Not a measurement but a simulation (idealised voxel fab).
The following process module bears the name voxel local oxidation.
Displayed cross-section: cut, width of 285 nm, square cells sized 5 nm.
Throughout this document, each cross-section is represented as a grid of square cells and is presented as a sequence of bands enumerated from the top downward, where a band comprises one or more rows of cells. The band entry comprises the height of the band's top followed by the height of its bottom, expressed in nm, and subsequently the band's materials from left to right, each stated together with its width in nm. Where a single material is marked with the word "everywhere", that material fills the band from edge to edge. The word "empty" represents empty space. Ref level 0: as-received wafer is one material below here. Bottom band extends down with no lower bound ("0 and below"). Per-row width for "30 to 40": begins at first number (top row of band), ends at second number (bottom row), increment between rows held constant. The designation "all unchanged", where it is given for a processing step, indicates that no cell of the cross-section was altered in the course of that step. "Trapped cavities" contains a list of empty spaces, each no smaller than 8 cells and without an open way to the top, written in the form width x height at distance with the distance from the left edge and all three in nm. The remark found on a step's line after its settings is issued by the simulator itself and pertains to that step. overlay nm: how far to the right of its planned place the mask lay on this masked step (negative: to the left).

[The steps planned for the process are as follows]
1) RECEIVE [material Si]
2) OXIDIZE [depth nm 5]
3) CONFORMAL_DEP [material SiN] [thk nm 10]
4) DIRECTIONAL_DEP [material aC] [thk nm 10]
5) PATTERN [tone cover] [mask id ACTIVE] [material resist] [width nm 100] [thk nm 25] [overlay nm 0]
6) DIRECTIONAL_ETCH [etch materials aC] [depth nm 10]
7) STRIP [etch materials resist]
8) DIRECTIONAL_ETCH [etch materials SiN] [depth nm 10]
9) STRIP [etch materials aC]
10) SELECTIVE_ETCH [etch materials SiO2] [depth nm 5]
11) OXIDIZE [depth nm 10]
12) STRIP [etch materials SiN]

[As received (post step 1): cross-section]
0 and below | Si everywhere
Trapped cavities: none

[Cross-section at module end, one run error; start and plan unchanged from above]
0 down to -5 | SiO2 (85) | empty (110) | SiO2 (90)
-5 down to -15 | Si (75) | SiO2 (130) | Si (80)
-15 and below | Si everywhere
Trapped cavities: none
Deviation noted in wafer processing: step 5 ran differently from the plan; actual operation with settings: PATTERN [tone open] [mask id ACTIVE] [material resist] [width nm 100] [thk nm 25] [overlay nm 0]
